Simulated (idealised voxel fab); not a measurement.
Name of the process module below: voxel released beams
Cross-section cut: width 185 nm, square cells of 5 nm.
Cross-section = grid of square cells, listed top down in bands; band = one or more rows.
Look at the band entry: it leads with the top's height and the bottom's height in nm. Then it lists the materials left to right, with a width in nm for each. The word "full width" on a single material says that material fills the band edge to edge. The word "air" is empty space.
A quick word on heights: they are counted from 0, and under that level the wafer as it came to us is one material throughout. The lowest band is different from the rest in having no bottom; it simply continues downward, written as in "0 -> down".
Per-row width for "30 to 40": begins at first number (top row of band), ends at second number (bottom row), increment between rows held constant.
Given "everything unchanged" for a step, no cell of the cross-section differs between before and after that step.
Any empty space of 8 cells or more lacking an open way to the top shows up in "Sealed void listing" as width x height at distance, distance from the left edge, in nm.
On each step's line, the part that comes after the settings is the simulator's own comment on the step.
overlay nm: for a step with a mask, the amount by which the mask lay right of where it was planned; a negative amount means left of it.

## The steps planned for the process are as follows
1,RECEIVE: material Si
2,CONFORMAL_DEP: material SiN, thk nm 5
3,DIRECTIONAL_DEP: material SiO2, thk nm 20
4,MASKED_ETCH: tone open, mask id ANCHOR, width nm 35, etch materials SiO2, depth nm 20, overlay nm 0
5,CONFORMAL_DEP: material W, thk nm 10
6,PATTERN: tone cover, mask id BEAM, material resist, width nm 105, thk nm 20, overlay nm 0
7,DIRECTIONAL_ETCH: etch materials W, depth nm 10
8,STRIP: etch materials resist
9,STRIP: etch materials SiO2

## Step 1 complete: cross-section of the wafer as received
  0 -> down: Si full width
  Sealed void listing: none

## Look at the cross-section after the module: the wafer started out the way shown above and the plan was the one shown above, yet one mistake was made along the way
  40 -> 30: 35 of air; 20 of W; 5 of air; 80 of W; 45 of air
  30 -> 25: 55 of W; 5 of air; 125 of W
  25 -> 20: 40 of SiO2; 15 of W; 5 of air; 15 of W; 110 of SiO2
  20 -> 5: 40 of SiO2; 35 of W; 110 of SiO2
  5 -> 0: SiN full width
  0 -> down: Si full width
  Sealed void listing: none
Run error: step 5 did not use the planned setting and instead ran as CONFORMAL_DEP: material W, thk nm 15
